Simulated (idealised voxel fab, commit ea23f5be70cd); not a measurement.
The process module presented herein is designated voxel capacitor over wiring.
In the cross-section labelled cut, the width is 145 nm and each square cell is 5 nm.
In this document a cross-section is written as a grid of square cells. It is given as a series of bands, listed from the top down, and a band is one or more rows of cells. It is stipulated that each band's entry specify, in nanometres, the height of the top of the band and then that of its bottom, followed by the materials of the band in left-to-right sequence, each together with its width in nanometres. A single material marked by the word "everywhere" is understood to fill the band from edge to edge; the word "blank" is understood to denote empty space. Basically, 0 is our baseline, since under it the wafer straight out of the box is all one material. The bottom band has no lower end and keeps on going down, so it looks like "z 0 and below". Read "30..40" as a graded width: first number on top, second number at the bottom, same change between each pair of neighbouring rows. "stayed the same" for a step: no cell of the cross-section changed in that step. In "Listed closed voids" the enclosed voids are listed, meaning empty spaces of 8 cells or larger without any opening to the top. The form is width x height at distance, distance from the left edge, units nm. On a step's line, text after the settings is the simulator commenting on that step. Regarding "overlay nm": on a step with a mask, it is the distance the mask lay to the right of its planned place; a negative value places it to the left.

The following list gives the planned process steps:
1,RECEIVE (material Si)
2,CONFORMAL_DEP (material SiO2; thk nm 15)
3,CONFORMAL_DEP (material SiN; thk nm 5)
4,DIRECTIONAL_DEP (material SiO2; thk nm 15)
5,MASKED_ETCH (tone open; mask id METAL_1; width nm 25; pitch nm 75; etch materials SiO2; depth nm 15; overlay nm 0)
6,MASKED_ETCH (tone open; mask id METAL_1; width nm 15; pitch nm 75; etch materials SiN; depth nm 5; overlay nm 0)
7,CONFORMAL_DEP (material TiN; thk nm 5)
8,FILL_DEP (material Ru; thk nm 10)
9,CMP (height nm 35)
10,CONFORMAL_DEP (material SiCN; thk nm 5)
11,DIRECTIONAL_DEP (material lowk; thk nm 15)
12,PATTERN (tone open; mask id PLUG_1; material resist; width nm 15; thk nm 15; overlay nm 0)
13,DIRECTIONAL_ETCH (etch materials lowk; depth nm 15)
14,DIRECTIONAL_ETCH (etch materials SiCN; depth nm 5)
15,STRIP (etch materials resist)
16,EPI (material Ru; thk nm 10)
17,EPI (material Ru; thk nm 10)
18,DIRECTIONAL_DEP (material TiN; thk nm 5)
19,DIRECTIONAL_DEP (material HfO2; thk nm 5)
20,DIRECTIONAL_DEP (material TiN; thk nm 10)
21,DIRECTIONAL_DEP (material aC; thk nm 15)
22,PATTERN (tone cover; mask id UPPER_PLATE; material resist; width nm 55; thk nm 30; overlay nm 0)
23,DIRECTIONAL_ETCH (etch materials aC; depth nm 15)
24,STRIP (etch materials resist)
25,DIRECTIONAL_ETCH (etch materials TiN; depth nm 10)
26,DIRECTIONAL_ETCH (etch materials HfO2; depth nm 5)
27,STRIP (etch materials aC)
28,MASKED_ETCH (tone cover; mask id LOWER_PLATE; width nm 65; etch materials TiN; depth nm 5; overlay nm 0)
29,FILL_DEP (material SiO2; thk nm 15)
30,CMP (height nm 85)
31,MASKED_ETCH (tone open; mask id PLUG_2; width nm 15; etch materials SiO2; depth nm 10; overlay nm 0)
32,CONFORMAL_DEP (material TiN; thk nm 5)
33,FILL_DEP (material W; thk nm 5)
34,CMP (height nm 85)
35,CONFORMAL_DEP (material SiN; thk nm 5)
Heads up: all these wafers start the same, and what changes between them is the width nm in step 6. The value you see in the plan is just what the first wafer got.

Step 1 complete: as-received cross-section of the first of several wafers:
	z 0 and below | Si everywhere
	Listed closed voids: none

For your reference, the table is organized with a row per wafer; each row reflects the wafer at the end of the module, indicating for each material the cells gained (+) or lost (-) since receipt, and thereafter its closed voids:
width nm 15; +11 HfO2; +26 Ru; +26 SiCN; +52 SiN; +266 SiO2; +62 TiN; +1 W; +78 lowk; Listed closed voids: none
width nm 20; +11 HfO2; +28 Ru; +26 SiCN; +50 SiN; +266 SiO2; +62 TiN; +1 W; +78 lowk; Listed closed voids: none
width nm 25; +11 HfO2; +30 Ru; +26 SiCN; +48 SiN; +266 SiO2; +62 TiN; +1 W; +78 lowk; Listed closed voids: none
width nm 30; +11 HfO2; +30 Ru; +26 SiCN; +48 SiN; +266 SiO2; +62 TiN; +1 W; +78 lowk; Listed closed voids: none
width nm 35; +11 HfO2; +30 Ru; +26 SiCN; +48 SiN; +266 SiO2; +62 TiN; +1 W; +78 lowk; Listed closed voids: none
width nm 40; +11 HfO2; +30 Ru; +26 SiCN; +48 SiN; +266 SiO2; +62 TiN; +1 W; +78 lowk; Listed closed voids: none
